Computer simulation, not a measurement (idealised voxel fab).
process module | voxel spacer lines
cross-section cut | 190 nm wide | cells 5 nm
A cross-section is a grid of square cells, given in bands from the top down. A band is one or more rows of cells.
Each band's line starts with the height of the band's top and of its bottom, in nm. Then come its materials from left to right, each with its width in nm. One material with "throughout" fills the band from edge to edge. "air" is empty space.
Height 0 is the level under which the wafer as received is all one material. The lowest band goes on downwards, as in "0 down".
A width such as "30 to 40" changes by the same amount from each row of cells to the next, from the band's top row to its bottom row.
"no change" after a step means that no cell of the cross-section changed.
closed voids: empty space of 8 cells or more with no open way to the top, each as width x height at its distance from the left edge, in nm
after a step's settings: what the simulator itself notes on the step
overlay nm, on a step with a mask: how far to the right of its planned place the mask lay; to the left if negative
plan
1 op RECEIVE | material Si
2 op CONFORMAL_DEP | material Al2O3 | thk nm 10
3 op DIRECTIONAL_DEP | material polySi | thk nm 10
4 op DIRECTIONAL_DEP | material aC | thk nm 20
5 op PATTERN | tone cover | mask id MANDREL | material resist | width nm 20 | pitch nm 70 | thk nm 25 | overlay nm 0
6 op DIRECTIONAL_ETCH | etch materials aC | depth nm 20
7 op STRIP | etch materials resist
8 op CONFORMAL_DEP | material SiO2 | thk nm 15
9 op DIRECTIONAL_ETCH | etch materials SiO2 | depth nm 15
10 op STRIP | etch materials aC
11 op DIRECTIONAL_ETCH | etch materials polySi | depth nm 5
12 op STRIP | etch materials SiO2
13 op FILL_DEP | material lowk | thk nm 10
14 op CMP | height nm 20
varied across the wafers: depth nm of step 11. The plan shows the first wafer's value. All wafers start alike
first wafer as received, after step 1
  0 down: Si throughout
  closed voids: none
first wafer at the end, after step 14
  20 to 15: polySi 15 | lowk 20 | polySi 15 | lowk 20 | polySi 15 | lowk 20 | polySi 15 | lowk 20 | polySi 15 | lowk 20 | polySi 15
  15 to 10: polySi throughout
  10 to 0: Al2O3 throughout
  0 down: Si throughout
  closed voids: none
last wafer at the end
  20 to 10: polySi 15 | lowk 20 | polySi 15 | lowk 20 | polySi 15 | lowk 20 | polySi 15 | lowk 20 | polySi 15 | lowk 20 | polySi 15
  10 to 0: Al2O3 throughout
  0 down: Si throughout
  closed voids: none
each wafer at the end: cells of each material gained (+) or lost (-) since it was received, then its closed voids
depth nm 5 | +76 Al2O3 | +20 lowk | +56 polySi | closed voids: none
depth nm 10 | +76 Al2O3 | +40 lowk | +36 polySi | closed voids: none
depth nm 15 | +76 Al2O3 | +40 lowk | +36 polySi | closed voids: none
depth nm 20 | +76 Al2O3 | +40 lowk | +36 polySi | closed voids: none
depth nm 25 | +76 Al2O3 | +40 lowk | +36 polySi | closed voids: none
